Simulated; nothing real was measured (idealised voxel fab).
process module | voxel wiring stack
cross-section cut | 270 nm wide | cells 5 nm
A cross-section is a grid of square cells, given in bands from the top down. A band is one or more rows of cells.
Each band's line starts with the height of the band's top and of its bottom, in nm. Then come its materials from left to right, each with its width in nm. One material with "throughout" fills the band from edge to edge. "air" is empty space.
Height 0 is the level under which the wafer as received is all one material. The lowest band goes on downwards, as in "0 down".
A width such as "30 to 40" changes by the same amount from each row of cells to the next, from the band's top row to its bottom row.
"no change" after a step means that no cell of the cross-section changed.
closed voids: empty space of 8 cells or more with no open way to the top, each as width x height at its distance from the left edge, in nm
after a step's settings: what the simulator itself notes on the step
overlay nm, on a step with a mask: how far to the right of its planned place the mask lay; to the left if negative
plan
1 op RECEIVE | material Si
2 op CONFORMAL_DEP | material SiO2 | thk nm 15
3 op DIRECTIONAL_DEP | material TiN | thk nm 5
4 op DIRECTIONAL_DEP | material W | thk nm 15
5 op MASKED_ETCH | tone cover | mask id METAL_1 | width nm 25 | pitch nm 50 | etch materials W | depth nm 15 | overlay nm 0
6 op MASKED_ETCH | tone cover | mask id METAL_1 | width nm 25 | pitch nm 50 | etch materials TiN | depth nm 5 | overlay nm 0
7 op FILL_DEP | material SiO2 | thk nm 10
8 op CMP | height nm 35
9 op CONFORMAL_DEP | material SiCN | thk nm 5
10 op DIRECTIONAL_DEP | material SiO2 | thk nm 35
11 op DIRECTIONAL_DEP | material aC | thk nm 15
12 op PATTERN | tone open | mask id METAL_2_HOLES | material resist | width nm 15 | thk nm 30 | overlay nm 0
13 op DIRECTIONAL_ETCH | etch materials aC | depth nm 15
14 op STRIP | etch materials resist
15 op DIRECTIONAL_ETCH | etch materials SiO2 | depth nm 35
16 op STRIP | etch materials aC
17 op MASKED_ETCH | tone open | mask id METAL_2 | width nm 25 | pitch nm 50 | etch materials SiO2 | depth nm 20 | overlay nm 0
18 op MASKED_ETCH | tone open | mask id METAL_2 | width nm 25 | pitch nm 50 | etch materials SiCN | depth nm 5 | overlay nm 0
19 op CONFORMAL_DEP | material TiN | thk nm 5
20 op FILL_DEP | material Cu | thk nm 5
21 op CMP | height nm 75
22 op CONFORMAL_DEP | material SiCN | thk nm 5
23 op DIRECTIONAL_DEP | material SiO2 | thk nm 35
24 op MASKED_ETCH | tone open | mask id METAL_3_HOLES | width nm 15 | etch materials SiO2 | depth nm 35 | overlay nm 0
25 op PATTERN | tone open | mask id METAL_3 | material resist | width nm 25 | pitch nm 50 | thk nm 15 | overlay nm 0
26 op DIRECTIONAL_ETCH | etch materials SiO2 | depth nm 20
27 op DIRECTIONAL_ETCH | etch materials SiCN | depth nm 5
28 op STRIP | etch materials resist
29 op CONFORMAL_DEP | material TiN | thk nm 5
30 op FILL_DEP | material Ru | thk nm 10
31 op CMP | height nm 115
32 op CONFORMAL_DEP | material SiCN | thk nm 5
as received, after step 1
  0 down: Si throughout
  closed voids: none
first wafer at the end, as planned
  120 to 115: SiCN throughout
  115 to 100: SiO2 95 | TiN 5 | Ru 15 | TiN 5 | SiO2 25 | TiN 5 | Ru 15 | TiN 5 | SiO2 100
  100 to 95: SiO2 95 | TiN 5 | Ru 5 | TiN 15 | SiO2 25 | TiN 25 | SiO2 100
  95 to 80: SiO2 95 | TiN 5 | Ru 5 | TiN 5 | SiO2 160
  80 to 75: SiCN 95 | TiN 15 | SiCN 160
  75 to 60: SiO2 95 | TiN 5 | Cu 15 | TiN 5 | SiO2 25 | TiN 5 | Cu 15 | TiN 5 | SiO2 100
  60 to 55: SiO2 95 | TiN 5 | Cu 5 | TiN 15 | SiO2 25 | TiN 25 | SiO2 100
  55 to 40: SiO2 95 | TiN 5 | Cu 5 | TiN 5 | SiO2 160
  40 to 35: SiCN 95 | TiN 15 | SiCN 160
  35 to 20: SiO2 95 | W 25 | SiO2 25 | W 25 | SiO2 100
  20 to 15: SiO2 95 | TiN 25 | SiO2 25 | TiN 25 | SiO2 100
  15 to 0: SiO2 throughout
  0 down: Si throughout
  closed voids: none
second wafer at the end: like start, like plan, one mistake
  135 to 130: SiCN throughout
  130 to 120: Ru throughout
  120 to 115: TiN 100 | Ru 15 | TiN 35 | Ru 15 | TiN 105
  115 to 100: SiO2 95 | TiN 5 | Ru 15 | TiN 5 | SiO2 25 | TiN 5 | Ru 15 | TiN 5 | SiO2 100
  100 to 95: SiO2 95 | TiN 5 | Ru 5 | TiN 15 | SiO2 25 | TiN 25 | SiO2 100
  95 to 80: SiO2 95 | TiN 5 | Ru 5 | TiN 5 | SiO2 160
  80 to 75: SiCN 95 | TiN 15 | SiCN 160
  75 to 60: SiO2 95 | TiN 5 | Cu 15 | TiN 5 | SiO2 25 | TiN 5 | Cu 15 | TiN 5 | SiO2 100
  60 to 55: SiO2 95 | TiN 5 | Cu 5 | TiN 15 | SiO2 25 | TiN 25 | SiO2 100
  55 to 40: SiO2 95 | TiN 5 | Cu 5 | TiN 5 | SiO2 160
  40 to 35: SiCN 95 | TiN 15 | SiCN 160
  35 to 20: SiO2 95 | W 25 | SiO2 25 | W 25 | SiO2 100
  20 to 15: SiO2 95 | TiN 25 | SiO2 25 | TiN 25 | SiO2 100
  15 to 0: SiO2 throughout
  0 down: Si throughout
  closed voids: none
what went wrong: step 31 was left out
at the end the second wafer has, in cells: 114 more of Ru | 48 more of TiN
